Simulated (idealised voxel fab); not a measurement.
Process module in this document: voxel double patterning
In the cross-section labelled cut, the width is 295 nm and each square cell is 5 nm.
Notation: cross-section as square-cell grid; stated in bands, top first, going down; one or more cell rows per band.
First you get the band's top height and its bottom height, in nm, and then the materials it's made of, left to right, with each width in nm. If you see a single material with "throughout", that one covers the band edge to edge. "blank" is empty space.
Measure heights from 0. That's the level where, below it, the as-received wafer is all one material. The lowest band is bottomless and extends downward; write it as in "0..down".
Read "30->40" as a graded width: first number on top, second number at the bottom, same change between each pair of neighbouring rows.
Basically "no change" means that step didn't change any cell in the cross-section.
The list in "Closed empty spaces" covers empty spaces of 8 cells or more that cannot reach the top through any open way, and it gives each as width x height at distance; the distance is from the left edge, and width, height and distance are in nm.
The remark found on a step's line after its settings is issued by the simulator itself and pertains to that step.
Regarding "overlay nm": on a step with a mask, it is the distance the mask lay to the right of its planned place; a negative value places it to the left.

## Process steps foreseen in the plan
step 1: RECEIVE,material Si
step 2: CONFORMAL_DEP,material SiO2,thk nm 5
step 3: DIRECTIONAL_DEP,material W,thk nm 10
step 4: DIRECTIONAL_DEP,material SiCN,thk nm 10
step 5: DIRECTIONAL_DEP,material aC,thk nm 15
step 6: PATTERN,tone open,mask id FIRST,material resist,width nm 15,pitch nm 50,thk nm 35,overlay nm 0
step 7: DIRECTIONAL_ETCH,etch materials aC,depth nm 15
step 8: STRIP,etch materials resist
step 9: DIRECTIONAL_ETCH,etch materials SiCN,depth nm 10
step 10: STRIP,etch materials aC
step 11: MASKED_ETCH,tone open,mask id SECOND,width nm 15,etch materials SiCN,depth nm 10,overlay nm 0
step 12: DIRECTIONAL_ETCH,etch materials W,depth nm 10
step 13: STRIP,etch materials SiCN

## Incoming wafer, cross-sectional view, post step 1
	0..down: Si throughout
	Closed empty spaces: none

## Here's the cross-section of the first of our two wafers at the end of the module - it ran as planned
	15..5: W: 115 / blank: 15 / W: 10 / blank: 15 / W: 10 / blank: 15 / W: 115
	5..0: SiO2 throughout
	0..down: Si throughout
	Closed empty spaces: none

## So this is wafer number two of the two, cut at the end of the module - it started where the first did and had the same plan, we just got one thing wrong running it
	15..10: SiO2 throughout
	10..0: W throughout
	0..down: Si throughout
	Closed empty spaces: none
Diagnosis: steps 2 and 3 traded places in the executed sequence
Upon completion, the second wafer contains, in terms of cells, a greater or smaller amount of certain materials than the first wafer: +18 W
